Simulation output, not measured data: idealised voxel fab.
process module | voxel capacitor over wiring
cross-section cut | 245 nm wide | cells 5 nm
A cross-section is a grid of square cells, given in bands from the top down. A band is one or more rows of cells.
Each band's line starts with the height of the band's top and of its bottom, in nm. Then come its materials from left to right, each with its width in nm. One material with "throughout" fills the band from edge to edge. "air" is empty space.
Height 0 is the level under which the wafer as received is all one material. The lowest band goes on downwards, as in "0 down".
A width such as "30 to 40" changes by the same amount from each row of cells to the next, from the band's top row to its bottom row.
"no change" after a step means that no cell of the cross-section changed.
closed voids: empty space of 8 cells or more with no open way to the top, each as width x height at its distance from the left edge, in nm
after a step's settings: what the simulator itself notes on the step
overlay nm, on a step with a mask: how far to the right of its planned place the mask lay; to the left if negative
plan
1 op RECEIVE | material Si
2 op CONFORMAL_DEP | material SiO2 | thk nm 15
3 op DIRECTIONAL_DEP | material TiN | thk nm 5
4 op DIRECTIONAL_DEP | material Ru | thk nm 25
5 op PATTERN | tone cover | mask id METAL_1 | material resist | width nm 20 | pitch nm 75 | thk nm 20 | overlay nm 0
6 op DIRECTIONAL_ETCH | etch materials Ru | depth nm 25
7 op DIRECTIONAL_ETCH | etch materials TiN | depth nm 5
8 op STRIP | etch materials resist
9 op CONFORMAL_DEP | material SiCN | thk nm 5
10 op FILL_DEP | material SiO2 | thk nm 5
11 op CMP | height nm 45
12 op CONFORMAL_DEP | material SiCN | thk nm 5
13 op DIRECTIONAL_DEP | material lowk | thk nm 20
14 op MASKED_ETCH | tone open | mask id PLUG_1 | width nm 15 | etch materials lowk | depth nm 20 | overlay nm 0
15 op MASKED_ETCH | tone open | mask id PLUG_1 | width nm 15 | etch materials SiCN | depth nm 5 | overlay nm 0
16 op CONFORMAL_DEP | material TiN | thk nm 5
17 op FILL_DEP | material W | thk nm 10
18 op CMP | height nm 70
19 op DIRECTIONAL_DEP | material TiN | thk nm 5
20 op DIRECTIONAL_DEP | material SiN | thk nm 5
21 op DIRECTIONAL_DEP | material TiN | thk nm 10
22 op DIRECTIONAL_DEP | material aC | thk nm 10
23 op PATTERN | tone cover | mask id UPPER_PLATE | material resist | width nm 60 | thk nm 25 | overlay nm 0
24 op DIRECTIONAL_ETCH | etch materials aC | depth nm 10
25 op STRIP | etch materials resist
26 op DIRECTIONAL_ETCH | etch materials TiN | depth nm 10
27 op DIRECTIONAL_ETCH | etch materials SiN | depth nm 5
28 op STRIP | etch materials aC
29 op PATTERN | tone cover | mask id LOWER_PLATE | material resist | width nm 70 | thk nm 15 | overlay nm 0
30 op DIRECTIONAL_ETCH | etch materials TiN | depth nm 5
31 op STRIP | etch materials resist
32 op FILL_DEP | material SiO2 | thk nm 20
33 op CMP | height nm 105
34 op PATTERN | tone open | mask id PLUG_2 | material resist | width nm 15 | thk nm 20 | overlay nm 0
35 op DIRECTIONAL_ETCH | etch materials SiO2 | depth nm 15
36 op STRIP | etch materials resist
37 op CONFORMAL_DEP | material TiN | thk nm 5
38 op FILL_DEP | material Ru | thk nm 10
39 op CMP | height nm 105
40 op CONFORMAL_DEP | material SiN | thk nm 5
first wafer, as planned
as received, after step 1
  0 down: Si throughout
  closed voids: none
after step 2
  15 to 0: SiO2 throughout
  below 0: unchanged
after step 3
  20 to 15: TiN throughout
  below 15: unchanged
after step 4
  45 to 20: Ru throughout
  below 20: unchanged
after step 5
  65 to 45: air 75 | resist 20 | air 55 | resist 20 | air 75
  below 45: unchanged
after step 6
  65 to 45: air 75 | resist 20 | air 55 | resist 20 | air 75
  45 to 20: air 75 | Ru 20 | air 55 | Ru 20 | air 75
  below 20: unchanged
after step 7
  65 to 45: air 75 | resist 20 | air 55 | resist 20 | air 75
  45 to 20: air 75 | Ru 20 | air 55 | Ru 20 | air 75
  20 to 15: air 75 | TiN 20 | air 55 | TiN 20 | air 75
  below 15: unchanged
after step 8
  45 to 20: air 75 | Ru 20 | air 55 | Ru 20 | air 75
  below 20: unchanged
after step 9
  50 to 45: air 70 | SiCN 30 | air 45 | SiCN 30 | air 70
  45 to 20: air 70 | SiCN 5 | Ru 20 | SiCN 5 | air 45 | SiCN 5 | Ru 20 | SiCN 5 | air 70
  20 to 15: SiCN 75 | TiN 20 | SiCN 55 | TiN 20 | SiCN 75
  below 15: unchanged
after step 10
  55 to 50: SiO2 throughout
  50 to 45: SiO2 70 | SiCN 30 | SiO2 45 | SiCN 30 | SiO2 70
  45 to 20: SiO2 70 | SiCN 5 | Ru 20 | SiCN 5 | SiO2 45 | SiCN 5 | Ru 20 | SiCN 5 | SiO2 70
  below 20: unchanged
after step 11
  45 to 20: SiO2 70 | SiCN 5 | Ru 20 | SiCN 5 | SiO2 45 | SiCN 5 | Ru 20 | SiCN 5 | SiO2 70
  below 20: unchanged
after step 12
  50 to 45: SiCN throughout
  below 45: unchanged
after step 13
  70 to 50: lowk throughout
  below 50: unchanged
after step 14
  70 to 50: lowk 80 | air 15 | lowk 150
  below 50: unchanged
after step 15
  70 to 50: lowk 80 | air 15 | lowk 150
  50 to 45: SiCN 80 | air 15 | SiCN 150
  below 45: unchanged
after step 16
  75 to 70: TiN 85 | air 5 | TiN 155
  70 to 50: lowk 80 | TiN 5 | air 5 | TiN 5 | lowk 150
  50 to 45: SiCN 80 | TiN 15 | SiCN 150
  below 45: unchanged
after step 17
  85 to 75: W throughout
  75 to 70: TiN 85 | W 5 | TiN 155
  70 to 50: lowk 80 | TiN 5 | W 5 | TiN 5 | lowk 150
  below 50: unchanged
after step 18
  70 to 50: lowk 80 | TiN 5 | W 5 | TiN 5 | lowk 150
  below 50: unchanged
after step 19
  75 to 70: TiN throughout
  below 70: unchanged
after step 20
  80 to 75: SiN throughout
  below 75: unchanged
after step 21
  90 to 80: TiN throughout
  below 80: unchanged
after step 22
  100 to 90: aC throughout
  below 90: unchanged
after step 23
  125 to 100: air 80 | resist 60 | air 105
  below 100: unchanged
after step 24
  115 to 100: air 80 | resist 60 | air 105
  100 to 90: air 80 | aC 60 | air 105
  below 90: unchanged
after step 25
  100 to 90: air 80 | aC 60 | air 105
  below 90: unchanged
after step 26
  100 to 90: air 80 | aC 60 | air 105
  90 to 80: air 80 | TiN 60 | air 105
  below 80: unchanged
after step 27
  100 to 90: air 80 | aC 60 | air 105
  90 to 80: air 80 | TiN 60 | air 105
  80 to 75: air 80 | SiN 60 | air 105
  below 75: unchanged
after step 28
  90 to 80: air 80 | TiN 60 | air 105
  below 80: unchanged
after step 29
  105 to 90: air 75 | resist 70 | air 100
  90 to 80: air 75 | resist 5 | TiN 60 | resist 5 | air 100
  80 to 75: air 75 | resist 5 | SiN 60 | resist 5 | air 100
  below 75: unchanged
after step 30
  105 to 90: air 75 | resist 70 | air 100
  90 to 80: air 75 | resist 5 | TiN 60 | resist 5 | air 100
  80 to 75: air 75 | resist 5 | SiN 60 | resist 5 | air 100
  75 to 70: air 75 | TiN 70 | air 100
  below 70: unchanged
after step 31
  90 to 80: air 80 | TiN 60 | air 105
  80 to 75: air 80 | SiN 60 | air 105
  below 75: unchanged
after step 32
  110 to 90: SiO2 throughout
  90 to 80: SiO2 80 | TiN 60 | SiO2 105
  80 to 75: SiO2 80 | SiN 60 | SiO2 105
  75 to 70: SiO2 75 | TiN 70 | SiO2 100
  below 70: unchanged
after step 33
  105 to 90: SiO2 throughout
  below 90: unchanged
after step 34
  125 to 105: resist 90 | air 15 | resist 140
  below 105: unchanged
after step 35
  125 to 105: resist 90 | air 15 | resist 140
  105 to 90: SiO2 90 | air 15 | SiO2 140
  below 90: unchanged
after step 36
  105 to 90: SiO2 90 | air 15 | SiO2 140
  below 90: unchanged
after step 37
  110 to 105: TiN 95 | air 5 | TiN 145
  105 to 95: SiO2 90 | TiN 5 | air 5 | TiN 5 | SiO2 140
  95 to 90: SiO2 90 | TiN 15 | SiO2 140
  below 90: unchanged
after step 38
  120 to 110: Ru throughout
  110 to 105: TiN 95 | Ru 5 | TiN 145
  105 to 95: SiO2 90 | TiN 5 | Ru 5 | TiN 5 | SiO2 140
  below 95: unchanged
after step 39
  105 to 95: SiO2 90 | TiN 5 | Ru 5 | TiN 5 | SiO2 140
  below 95: unchanged
after step 40
  110 to 105: SiN throughout
  below 105: unchanged
second wafer: like start, like plan, one mistake. Through step 1 it matches the first wafer
when step 2 should have ended
  30 to 0: SiO2 throughout
  below 0: unchanged
when step 3 should have ended
  35 to 30: TiN throughout
  below 30: unchanged
when step 4 should have ended
  60 to 35: Ru throughout
  below 35: unchanged
when step 5 should have ended
  80 to 60: air 75 | resist 20 | air 55 | resist 20 | air 75
  below 60: unchanged
when step 6 should have ended
  80 to 60: air 75 | resist 20 | air 55 | resist 20 | air 75
  60 to 35: air 75 | Ru 20 | air 55 | Ru 20 | air 75
  below 35: unchanged
when step 7 should have ended
  80 to 60: air 75 | resist 20 | air 55 | resist 20 | air 75
  60 to 35: air 75 | Ru 20 | air 55 | Ru 20 | air 75
  35 to 30: air 75 | TiN 20 | air 55 | TiN 20 | air 75
  below 30: unchanged
when step 8 should have ended
  60 to 35: air 75 | Ru 20 | air 55 | Ru 20 | air 75
  below 35: unchanged
when step 9 should have ended
  65 to 60: air 70 | SiCN 30 | air 45 | SiCN 30 | air 70
  60 to 35: air 70 | SiCN 5 | Ru 20 | SiCN 5 | air 45 | SiCN 5 | Ru 20 | SiCN 5 | air 70
  35 to 30: SiCN 75 | TiN 20 | SiCN 55 | TiN 20 | SiCN 75
  below 30: unchanged
when step 10 should have ended
  70 to 65: SiO2 throughout
  65 to 60: SiO2 70 | SiCN 30 | SiO2 45 | SiCN 30 | SiO2 70
  60 to 35: SiO2 70 | SiCN 5 | Ru 20 | SiCN 5 | SiO2 45 | SiCN 5 | Ru 20 | SiCN 5 | SiO2 70
  below 35: unchanged
when step 11 should have ended
  45 to 35: SiO2 70 | SiCN 5 | Ru 20 | SiCN 5 | SiO2 45 | SiCN 5 | Ru 20 | SiCN 5 | SiO2 70
  below 35: unchanged
when step 12 should have ended
  50 to 45: SiCN throughout
  below 45: unchanged
when step 13 should have ended
  70 to 50: lowk throughout
  below 50: unchanged
when step 14 should have ended
  70 to 50: lowk 80 | air 15 | lowk 150
  below 50: unchanged
when step 15 should have ended
  70 to 50: lowk 80 | air 15 | lowk 150
  50 to 45: SiCN 80 | air 15 | SiCN 150
  below 45: unchanged
when step 16 should have ended
  75 to 70: TiN 85 | air 5 | TiN 155
  70 to 50: lowk 80 | TiN 5 | air 5 | TiN 5 | lowk 150
  50 to 45: SiCN 80 | TiN 15 | SiCN 150
  below 45: unchanged
when step 17 should have ended
  85 to 75: W throughout
  75 to 70: TiN 85 | W 5 | TiN 155
  70 to 50: lowk 80 | TiN 5 | W 5 | TiN 5 | lowk 150
  below 50: unchanged
when step 18 should have ended
  70 to 50: lowk 80 | TiN 5 | W 5 | TiN 5 | lowk 150
  below 50: unchanged
when step 19 should have ended
  75 to 70: TiN throughout
  below 70: unchanged
when step 20 should have ended
  80 to 75: SiN throughout
  below 75: unchanged
when step 21 should have ended
  90 to 80: TiN throughout
  below 80: unchanged
when step 22 should have ended
  100 to 90: aC throughout
  below 90: unchanged
when step 23 should have ended
  125 to 100: air 80 | resist 60 | air 105
  below 100: unchanged
when step 24 should have ended
  115 to 100: air 80 | resist 60 | air 105
  100 to 90: air 80 | aC 60 | air 105
  below 90: unchanged
when step 25 should have ended
  100 to 90: air 80 | aC 60 | air 105
  below 90: unchanged
when step 26 should have ended
  100 to 90: air 80 | aC 60 | air 105
  90 to 80: air 80 | TiN 60 | air 105
  below 80: unchanged
when step 27 should have ended
  100 to 90: air 80 | aC 60 | air 105
  90 to 80: air 80 | TiN 60 | air 105
  80 to 75: air 80 | SiN 60 | air 105
  below 75: unchanged
when step 28 should have ended
  90 to 80: air 80 | TiN 60 | air 105
  below 80: unchanged
when step 29 should have ended
  105 to 90: air 75 | resist 70 | air 100
  90 to 80: air 75 | resist 5 | TiN 60 | resist 5 | air 100
  80 to 75: air 75 | resist 5 | SiN 60 | resist 5 | air 100
  below 75: unchanged
when step 30 should have ended
  105 to 90: air 75 | resist 70 | air 100
  90 to 80: air 75 | resist 5 | TiN 60 | resist 5 | air 100
  80 to 75: air 75 | resist 5 | SiN 60 | resist 5 | air 100
  75 to 70: air 75 | TiN 70 | air 100
  below 70: unchanged
when step 31 should have ended
  90 to 80: air 80 | TiN 60 | air 105
  80 to 75: air 80 | SiN 60 | air 105
  below 75: unchanged
when step 32 should have ended
  110 to 90: SiO2 throughout
  90 to 80: SiO2 80 | TiN 60 | SiO2 105
  80 to 75: SiO2 80 | SiN 60 | SiO2 105
  75 to 70: SiO2 75 | TiN 70 | SiO2 100
  below 70: unchanged
when step 33 should have ended
  105 to 90: SiO2 throughout
  below 90: unchanged
when step 34 should have ended
  125 to 105: resist 90 | air 15 | resist 140
  below 105: unchanged
when step 35 should have ended
  125 to 105: resist 90 | air 15 | resist 140
  105 to 90: SiO2 90 | air 15 | SiO2 140
  below 90: unchanged
when step 36 should have ended
  105 to 90: SiO2 90 | air 15 | SiO2 140
  below 90: unchanged
when step 37 should have ended
  110 to 105: TiN 95 | air 5 | TiN 145
  105 to 95: SiO2 90 | TiN 5 | air 5 | TiN 5 | SiO2 140
  95 to 90: SiO2 90 | TiN 15 | SiO2 140
  below 90: unchanged
when step 38 should have ended
  120 to 110: Ru throughout
  110 to 105: TiN 95 | Ru 5 | TiN 145
  105 to 95: SiO2 90 | TiN 5 | Ru 5 | TiN 5 | SiO2 140
  below 95: unchanged
when step 39 should have ended
  105 to 95: SiO2 90 | TiN 5 | Ru 5 | TiN 5 | SiO2 140
  below 95: unchanged
when step 40 should have ended
  110 to 105: SiN throughout
  below 105: unchanged
what went wrong: step 2 was run twice
at the end the second wafer has, in cells: 24 fewer of Ru | 12 fewer of SiCN | 36 more of SiO2
